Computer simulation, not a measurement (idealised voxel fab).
The following is a process module called voxel self aligned vias.
Cross-sectional view cut (width: 245 nm; square cell size: 5 nm).
Notation: cross-section as square-cell grid; stated in bands, top first, going down; one or more cell rows per band.
Heights first: top, then bottom, in nm. Then materials, left to right, each with a width in nm. "full width" on a single material: fills the band edge to edge. "air": empty space.
It should be noted that heights are counted from 0, beneath which the wafer as supplied is of one material throughout, and that the lowest band possesses no lower boundary but continues downward, as written in "0 and below".
When a width is written as two numbers, as in "30 to 40", the first number is the width in the top row of cells of the band and the second is the width in its bottom row, and the width changes by the same amount from each row to the next.
"nothing different", as given for a step, is the statement that not any cell of the cross-section underwent a change during that step.
This entry, "Enclosed void catalog", enumerates those empty regions of no fewer than 8 cells that possess no open connection to the top. Each region is reported in the form width x height at distance, the distance being taken from the left edge, with all three quantities expressed in nm.
Read whatever lies past the settings on a step's line as the simulator's own remark about the step.
"overlay nm" on a masked step: distance the mask lay right of its planned place, negative for left.
Planned process steps:
- 1: RECEIVE,material Si
- 2: CONFORMAL_DEP,material SiO2,thk nm 10
- 3: CONFORMAL_DEP,material SiCN,thk nm 5
- 4: DIRECTIONAL_DEP,material SiO2,thk nm 20
- 5: DIRECTIONAL_DEP,material aC,thk nm 10
- 6: PATTERN,tone open,mask id LINES,material resist,width nm 30,pitch nm 60,thk nm 30,overlay nm 0
- 7: DIRECTIONAL_ETCH,etch materials aC,depth nm 10
- 8: STRIP,etch materials resist
- 9: DIRECTIONAL_ETCH,etch materials SiO2,depth nm 20
- 10: STRIP,etch materials aC
- 11: CONFORMAL_DEP,material TiN,thk nm 5
- 12: FILL_DEP,material W,thk nm 10
- 13: CMP,height nm 35
- 14: SELECTIVE_ETCH,etch materials W Ru TiN,depth nm 10
- 15: FILL_DEP,material SiN,thk nm 10
- 16: CMP,height nm 35
- 17: DIRECTIONAL_DEP,material SiO2,thk nm 15
- 18: MASKED_ETCH,tone open,mask id VIAS,width nm 40,etch materials SiO2,depth nm 15,overlay nm 0
- 19: MASKED_ETCH,tone open,mask id VIAS,width nm 40,etch materials SiN,depth nm 10,overlay nm 0
- 20: CONFORMAL_DEP,material TiN,thk nm 5
- 21: FILL_DEP,material W,thk nm 5
- 22: CMP,height nm 50
- 23: CONFORMAL_DEP,material SiN,thk nm 5
The cross-section here shows the wafer as received, i.e. in its state after step 1:
* 0 and below  Si full width
* Enclosed void catalog: none
Cross-sectional view of the first of the two wafers upon completion of the module, processed in accordance with the plan:
* 55 down to 50  SiN full width
* 50 down to 40  SiO2 (70), TiN (5), W (30), TiN (5), SiO2 (135)
* 40 down to 35  SiO2 (70), TiN (10), W (20), TiN (10), SiO2 (135)
* 35 down to 30  SiO2 (75), TiN (5), W (20), TiN (5), SiO2 (30), SiN (30), SiO2 (80)
* 30 down to 25  SiO2 (75), TiN (30), SiO2 (30), SiN (30), SiO2 (80)
* 25 down to 20  SiO2 (75), TiN (5), W (20), TiN (5), SiO2 (30), TiN (5), W (20), TiN (5), SiO2 (80)
* 20 down to 15  SiO2 (75), TiN (30), SiO2 (30), TiN (30), SiO2 (80)
* 15 down to 10  SiCN full width
* 10 down to 0  SiO2 full width
* 0 and below  Si full width
* Enclosed void catalog: none
End-of-module cross-section of the second wafer: identical starting point and process plan to the first, with one processing mistake:
* 55 down to 50  SiN full width
* 50 down to 40  SiO2 (70), TiN (5), W (35), TiN (5), SiO2 (130)
* 40 down to 35  SiO2 (70), TiN (10), W (20), TiN (15), SiO2 (130)
* 35 down to 30  SiO2 (75), TiN (5), W (20), TiN (5), SiO2 (30), SiN (30), SiO2 (80)
* 30 down to 25  SiO2 (75), TiN (30), SiO2 (30), SiN (30), SiO2 (80)
* 25 down to 20  SiO2 (75), TiN (5), W (20), TiN (5), SiO2 (30), TiN (5), W (20), TiN (5), SiO2 (80)
* 20 down to 15  SiO2 (75), TiN (30), SiO2 (30), TiN (30), SiO2 (80)
* 15 down to 10  SiCN full width
* 10 down to 0  SiO2 full width
* 0 and below  Si full width
* Enclosed void catalog: none
Nonconformance to the process plan: note that step 18 departed from the planned setting and was carried out as MASKED_ETCH,tone open,mask id VIAS,width nm 45,etch materials SiO2,depth nm 15,overlay nm 0
The second wafer ends with more or fewer cells of some materials than the first, per final count: SiO2 -3, TiN +1, W +2
